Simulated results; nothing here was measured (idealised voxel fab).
The document below concerns the process module designated voxel spacer lines.
Section cut is 265 nm wide and gridded with 5 nm square cells.
Cross-section layout: square cells on a grid; listed as bands, top to bottom; a band spans one or more cell rows.
Band entry format. Leading values: height of top, height of bottom, nm. Remainder: materials in left-to-right order, each with its width in nm. Special words: "throughout" on a single material, which then fills the band edge to edge; "empty", empty space.
Below 0: as-received wafer, all one material; heights counted from there. Lowest band: no bottom, goes on down, written "0 -> down".
When a width is written as two numbers, as in "30->40", the first number is the width in the top row of cells of the band and the second is the width in its bottom row, and the width changes by the same amount from each row to the next.
"remains unaltered" means the step left every cell of the cross-section as it was.
Heads up: "Sealed internal cavities" only lists the empty pockets with no open path to the top that are 8 cells or more, and it writes them as width x height at distance, distance from the left edge, in nm.
after a step's settings: what the simulator itself notes on the step
overlay nm: on a step with a mask, how far right of its planned place the mask lay; negative means left.
Plan:
1. RECEIVE (material Si)
2. CONFORMAL_DEP (material Al2O3; thk nm 10)
3. DIRECTIONAL_DEP (material TiN; thk nm 10)
4. DIRECTIONAL_DEP (material aC; thk nm 25)
5. PATTERN (tone cover; mask id MANDREL; material resist; width nm 15; pitch nm 70; thk nm 35; overlay nm 0)
6. DIRECTIONAL_ETCH (etch materials aC; depth nm 25)
7. STRIP (etch materials resist)
8. CONFORMAL_DEP (material SiO2; thk nm 15)
9. DIRECTIONAL_ETCH (etch materials SiO2; depth nm 15)
10. STRIP (etch materials aC)
11. DIRECTIONAL_ETCH (etch materials TiN; depth nm 10)
12. STRIP (etch materials SiO2)
For this document, wafers share an identical start and vary in the step 5 width nm; the plan quotes the first wafer's value.
Step 1 complete: as-received cross-section of the first of several wafers:
    0 -> down | Si throughout
    Sealed internal cavities: none
Per wafer (row), end of module: delta in cells per material since receipt, (+) for gained, (-) for lost; closed voids after that:
width nm 15 | +106 Al2O3 | +36 TiN | Sealed internal cavities: none
width nm 20 | +106 Al2O3 | +36 TiN | Sealed internal cavities: none
width nm 25 | +106 Al2O3 | +36 TiN | Sealed internal cavities: none
width nm 30 | +106 Al2O3 | +36 TiN | Sealed internal cavities: none
width nm 35 | +106 Al2O3 | +36 TiN | Sealed internal cavities: none
